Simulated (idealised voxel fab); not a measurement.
process module | voxel lift off
cross-section cut | 280 nm wide | cells 5 nm
A cross-section is a grid of square cells, given in bands from the top down. A band is one or more rows of cells.
Each band's line starts with the height of the band's top and of its bottom, in nm. Then come its materials from left to right, each with its width in nm. One material with "throughout" fills the band from edge to edge. "air" is empty space.
Height 0 is the level under which the wafer as received is all one material. The lowest band goes on downwards, as in "0 down".
A width such as "30 to 40" changes by the same amount from each row of cells to the next, from the band's top row to its bottom row.
"no change" after a step means that no cell of the cross-section changed.
closed voids: empty space of 8 cells or more with no open way to the top, each as width x height at its distance from the left edge, in nm
after a step's settings: what the simulator itself notes on the step
overlay nm, on a step with a mask: how far to the right of its planned place the mask lay; to the left if negative
plan
1 op RECEIVE | material Si
2 op CONFORMAL_DEP | material SiO2 | thk nm 10
3 op PATTERN | tone open | mask id LINES | material resist | width nm 25 | pitch nm 40 | thk nm 20 | overlay nm 0
4 op DIRECTIONAL_DEP | material Ru | thk nm 5
5 op STRIP | etch materials resist
6 op CONFORMAL_DEP | material SiCN | thk nm 5
as received, after step 1
  0 down: Si throughout
  closed voids: none
a wafer at the end: this start, this plan, one mistake
  20 to 15: air 105 | SiCN 30 | air 10 | SiCN 30 | air 105
  15 to 10: SiCN 110 | Ru 20 | SiCN 20 | Ru 20 | SiCN 110
  10 to 0: SiO2 throughout
  0 down: Si throughout
  closed voids: none
what went wrong: step 3 ran as: op PATTERN | tone open | mask id LINES | material resist | width nm 20 | pitch nm 40 | thk nm 20 | overlay nm 0
